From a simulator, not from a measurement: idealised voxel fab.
process module | voxel trench capacitor
cross-section cut | 240 nm wide | cells 5 nm
A cross-section is a grid of square cells, given in bands from the top down. A band is one or more rows of cells.
Each band's line starts with the height of the band's top and of its bottom, in nm. Then come its materials from left to right, each with its width in nm. One material with "throughout" fills the band from edge to edge. "air" is empty space.
Height 0 is the level under which the wafer as received is all one material. The lowest band goes on downwards, as in "0 down".
A width such as "30 to 40" changes by the same amount from each row of cells to the next, from the band's top row to its bottom row.
"no change" after a step means that no cell of the cross-section changed.
closed voids: empty space of 8 cells or more with no open way to the top, each as width x height at its distance from the left edge, in nm
after a step's settings: what the simulator itself notes on the step
overlay nm, on a step with a mask: how far to the right of its planned place the mask lay; to the left if negative
plan
1 op RECEIVE | material Si
2 op CONFORMAL_DEP | material SiN | thk nm 10
3 op MASKED_ETCH | tone open | mask id TRENCH | width nm 30 | pitch nm 60 | etch materials SiN | depth nm 10 | overlay nm 0
4 op MASKED_ETCH | tone open | mask id TRENCH | width nm 30 | pitch nm 60 | etch materials Si | depth nm 30 | overlay nm 0
5 op CONFORMAL_DEP | material Al2O3 | thk nm 5
6 op CONFORMAL_DEP | material TiN | thk nm 5
7 op FILL_DEP | material W | thk nm 10
8 op CMP | height nm 10
as received, after step 1
  0 down: Si throughout
  closed voids: none
a wafer at the end: this start, this plan, one mistake
  10 to 0: SiN 45 | Al2O3 5 | SiN 5 | W 10 | SiN 5 | Al2O3 5 | SiN 30 | Al2O3 5 | SiN 5 | W 10 | SiN 5 | Al2O3 5 | SiN 30 | Al2O3 5 | SiN 5 | W 10 | SiN 5 | Al2O3 5 | SiN 45
  0 to -20: Si 45 | Al2O3 5 | SiN 5 | W 10 | SiN 5 | Al2O3 5 | Si 30 | Al2O3 5 | SiN 5 | W 10 | SiN 5 | Al2O3 5 | Si 30 | Al2O3 5 | SiN 5 | W 10 | SiN 5 | Al2O3 5 | Si 45
  -20 to -25: Si 45 | Al2O3 5 | SiN 20 | Al2O3 5 | Si 30 | Al2O3 5 | SiN 20 | Al2O3 5 | Si 30 | Al2O3 5 | SiN 20 | Al2O3 5 | Si 45
  -25 to -30: Si 45 | Al2O3 30 | Si 30 | Al2O3 30 | Si 30 | Al2O3 30 | Si 45
  -30 down: Si throughout
  closed voids: none
what went wrong: step 6 ran as: op CONFORMAL_DEP | material SiN | thk nm 5
